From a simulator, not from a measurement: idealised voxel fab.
process module | voxel tone inversion
cross-section cut | 285 nm wide | cells 5 nm
A cross-section is a grid of square cells, given in bands from the top down. A band is one or more rows of cells.
Each band's line starts with the height of the band's top and of its bottom, in nm. Then come its materials from left to right, each with its width in nm. One material with "throughout" fills the band from edge to edge. "air" is empty space.
Height 0 is the level under which the wafer as received is all one material. The lowest band goes on downwards, as in "0 down".
A width such as "30 to 40" changes by the same amount from each row of cells to the next, from the band's top row to its bottom row.
"no change" after a step means that no cell of the cross-section changed.
closed voids: empty space of 8 cells or more with no open way to the top, each as width x height at its distance from the left edge, in nm
after a step's settings: what the simulator itself notes on the step
overlay nm, on a step with a mask: how far to the right of its planned place the mask lay; to the left if negative
plan
1 op RECEIVE | material Si
2 op CONFORMAL_DEP | material SiN | thk nm 10
3 op DIRECTIONAL_DEP | material aC | thk nm 15
4 op PATTERN | tone cover | mask id POSTS | material resist | width nm 20 | pitch nm 45 | thk nm 20 | overlay nm 0
5 op DIRECTIONAL_ETCH | etch materials aC | depth nm 15
6 op STRIP | etch materials resist
7 op FILL_DEP | material SiO2 | thk nm 10
8 op CMP | height nm 25
9 op STRIP | etch materials aC
first wafer, as planned
as received, after step 1
  0 down: Si throughout
  closed voids: none
after step 2
  10 to 0: SiN throughout
  below 0: unchanged
after step 3
  25 to 10: aC throughout
  below 10: unchanged
after step 4
  45 to 25: air 110 | resist 20 | air 25 | resist 20 | air 110
  below 25: unchanged
after step 5
  30 to 25: air 110 | resist 20 | air 25 | resist 20 | air 110
  25 to 10: air 110 | aC 20 | air 25 | aC 20 | air 110
  below 10: unchanged
after step 6
  25 to 10: air 110 | aC 20 | air 25 | aC 20 | air 110
  below 10: unchanged
after step 7
  35 to 25: SiO2 throughout
  25 to 10: SiO2 110 | aC 20 | SiO2 25 | aC 20 | SiO2 110
  below 10: unchanged
after step 8
  25 to 10: SiO2 110 | aC 20 | SiO2 25 | aC 20 | SiO2 110
  below 10: unchanged
after step 9
  25 to 10: SiO2 110 | air 20 | SiO2 25 | air 20 | SiO2 110
  below 10: unchanged
second wafer: like start, like plan, one mistake. Through step 2 it matches the first wafer
when step 3 should have ended
  25 to 0: SiN throughout
  below 0: unchanged
when step 4 should have ended
  45 to 25: air 110 | resist 20 | air 25 | resist 20 | air 110
  below 25: unchanged
when step 5 should have ended
  30 to 25: air 110 | resist 20 | air 25 | resist 20 | air 110
  below 25: unchanged
when step 6 should have ended
  25 to 0: SiN throughout
  below 0: unchanged
when step 7 should have ended
  35 to 25: SiO2 throughout
  below 25: unchanged
when step 8 should have ended
  25 to 0: SiN throughout
  below 0: unchanged
when step 9 should have ended: no change
what went wrong: step 3 ran as: op DIRECTIONAL_DEP | material SiN | thk nm 15
at the end the second wafer has, in cells: 171 more of SiN | 147 fewer of SiO2
